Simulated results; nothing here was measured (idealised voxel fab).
You're looking at the process module voxel fin reveal.
Section cut is 215 nm wide and gridded with 5 nm square cells.
In this document a cross-section is written as a grid of square cells. It is given as a series of bands, listed from the top down, and a band is one or more rows of cells.
Heads up on the band format: heights come first, top then bottom, in nm. After that it's the materials left to right, each with its width in nm. A single material flagged "throughout" fills the whole band edge to edge, and "air" means there's empty space there.
Heights are measured from 0, the level below which the as-received wafer is all one material; the lowest band has no bottom and continues downward, written as in "top 0, no bottom".
You'd read "30..40" like this: the band's top row of cells is as wide as the first number, its bottom row is as wide as the second, and going down, every row changes width by the same amount as the row before did.
"no change occurred" for a step: no cell of the cross-section changed in that step.
Closed empty spaces (no open way to the top) of 8 cells or more are what "Trapped voids" lists, each as width x height at distance from the left edge, nm for all three.
That trailing text on a step's line, after the settings, is the simulator's own remark on the step.
"overlay nm", when on a step's line for a step with a mask, measures how far to the right of its planned place the mask lay; a negative measure means to the left.
[The planned process steps are enumerated hereunder]
1: op RECEIVE | material Si
2: op CONFORMAL_DEP | material SiN | thk nm 5
3: op DIRECTIONAL_DEP | material aC | thk nm 15
4: op PATTERN | tone cover | mask id FINS | material resist | width nm 15 | pitch nm 40 | thk nm 35 | overlay nm 0
5: op DIRECTIONAL_ETCH | etch materials aC | depth nm 15
6: op STRIP | etch materials resist
7: op DIRECTIONAL_ETCH | etch materials SiN | depth nm 5
8: op DIRECTIONAL_ETCH | etch materials Si | depth nm 40
9: op STRIP | etch materials aC
10: op OXIDIZE | depth nm 5
11: op FILL_DEP | material SiO2 | thk nm 10
12: op CMP | height nm 5
13: op SELECTIVE_ETCH | etch materials SiO2 | depth nm 15
14: op STRIP | etch materials SiN
15: op CONFORMAL_DEP | material HfO2 | thk nm 5
All wafers enter the flow in the same state. The thk nm at step 2 differs from wafer to wafer, and the plan gives the value for the first wafer.
[Step 1 complete: as-received cross-section of the first of several wafers]
  top 0, no bottom: Si throughout
  Trapped voids: none
[After the module's final step, step 15: the first of several wafers in cross-section]
  top 5, bottom 0: air=60, then HfO2=15, then air=25, then HfO2=15, then air=25, then HfO2=15, then air=60
  top 0, bottom -5: air=60, then HfO2=5, then Si=5, then HfO2=5, then air=25, then HfO2=5, then Si=5, then HfO2=5, then air=25, then HfO2=5, then Si=5, then HfO2=5, then air=60
  top -5, bottom -10: HfO2=65, then Si=5, then HfO2=35, then Si=5, then HfO2=35, then Si=5, then HfO2=65
  top -10, bottom -45: SiO2=65, then Si=5, then SiO2=35, then Si=5, then SiO2=35, then Si=5, then SiO2=65
  top -45, no bottom: Si throughout
  Trapped voids: none
[Of the several wafers, the last: cross-section at the end of the module]
  top 5, bottom 0: HfO2 throughout
  top 0, no bottom: Si throughout
  Trapped voids: none
[Per wafer (row), end of module: delta in cells per material since receipt, (+) for gained, (-) for lost; closed voids after that]
thk nm 5; +55 HfO2; -360 Si; +280 SiO2; Trapped voids: none
thk nm 10; +43 HfO2; Trapped voids: none
thk nm 15; +43 HfO2; Trapped voids: none
thk nm 20; +43 HfO2; Trapped voids: none
